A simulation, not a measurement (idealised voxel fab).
Herein follows the process module entitled voxel self aligned contacts.
Square cells of 5 nm make up the cross-section cut, whose width is 240 nm.
If you're reading a cross-section in this doc, picture square cells in a grid; it comes to you as bands, top ones listed first down to the bottom, and a band can be one or more rows of cells. Quick guide to a band line: top height, bottom height (nm) up front; then every material left to right with its width in nm. Only one material and it's marked "throughout"? Then it fills the band edge to edge. And "blank" just means empty space. Note: height 0 marks the level under which the wafer is uniformly one material as received. Lowest band unbounded below, written "0..down". It should be noted that a width expressed as "30..40" varies in equal increments from row to row of cells within the band, taking the value of the first number at the top row and that of the second number at the bottom row. Reading "changes: none" for a step: not a cell of the cross-section changed in it. Any empty space of 8 cells or more lacking an open way to the top shows up in "Enclosed void entries" as width x height at distance, distance from the left edge, in nm. Past the settings on a step's line: simulator remark, on that step. overlay nm: right-of-plan distance of the mask on a masked step; negative values mean left-of-plan.
Here's what the planned process steps look like:
1: RECEIVE: material Si
2: OXIDIZE: depth nm 5
3: DIRECTIONAL_DEP: material polySi, thk nm 20
4: DIRECTIONAL_DEP: material SiN, thk nm 15
5: PATTERN: tone cover, mask id GATE, material resist, width nm 30, pitch nm 60, thk nm 20, overlay nm 0
6: DIRECTIONAL_ETCH: etch materials SiN, depth nm 15
7: DIRECTIONAL_ETCH: etch materials polySi, depth nm 20
8: STRIP: etch materials resist
9: CONFORMAL_DEP: material SiN, thk nm 5
10: DIRECTIONAL_ETCH: etch materials SiN, depth nm 5
11: FILL_DEP: material SiO2, thk nm 15
12: CMP: height nm 40
13: PATTERN: tone open, mask id CONTACT, material resist, width nm 40, thk nm 15, overlay nm 0
14: DIRECTIONAL_ETCH: etch materials SiO2, depth nm 45
15: STRIP: etch materials resist
16: CONFORMAL_DEP: material TiN, thk nm 5
17: FILL_DEP: material Ru, thk nm 5
18: CMP: height nm 40
19: CONFORMAL_DEP: material SiCN, thk nm 5
Cross-section of the wafer upon arrival, representing the state reached after step 1:
    0..down | Si throughout
    Enclosed void entries: none
Cross-sectional view of the first of the two wafers upon completion of the module, processed in accordance with the plan:
    45..40 | SiCN throughout
    40..35 | 100 nm SiO2, 15 nm TiN, 10 nm Ru, 15 nm TiN, 100 nm SiO2
    35..20 | 70 nm SiO2, 40 nm SiN, 5 nm TiN, 10 nm Ru, 5 nm TiN, 40 nm SiN, 70 nm SiO2
    20..0 | 70 nm SiO2, 5 nm SiN, 30 nm polySi, 5 nm SiN, 5 nm TiN, 10 nm Ru, 5 nm TiN, 5 nm SiN, 30 nm polySi, 5 nm SiN, 70 nm SiO2
    0..-5 | 110 nm SiO2, 20 nm TiN, 110 nm SiO2
    -5..down | Si throughout
    Enclosed void entries: none
The second wafer, shown in cross-section after the module: started the same way as the first and given the same plan, yet one mistake crept into how it was run:
    45..40 | SiCN throughout
    40..25 | 70 nm SiO2, 5 nm SiN, 30 nm polySi, 5 nm SiN, 5 nm TiN, 10 nm Ru, 5 nm TiN, 5 nm SiN, 30 nm polySi, 5 nm SiN, 70 nm SiO2
    25..20 | 70 nm SiO2, 5 nm SiN, 30 nm polySi, 5 nm SiN, 20 nm TiN, 5 nm SiN, 30 nm polySi, 5 nm SiN, 70 nm SiO2
    20..0 | polySi throughout
    0..-5 | SiO2 throughout
    -5..down | Si throughout
    Enclosed void entries: none
Nonconformance to the process plan: regarding the plan, step 3 was run twice
Looking at both finished wafers in cells, the second ends up ahead of or behind the first on some materials: 10 fewer of Ru, 48 fewer of SiN, 120 fewer of SiO2, 14 fewer of TiN, 192 more of polySi
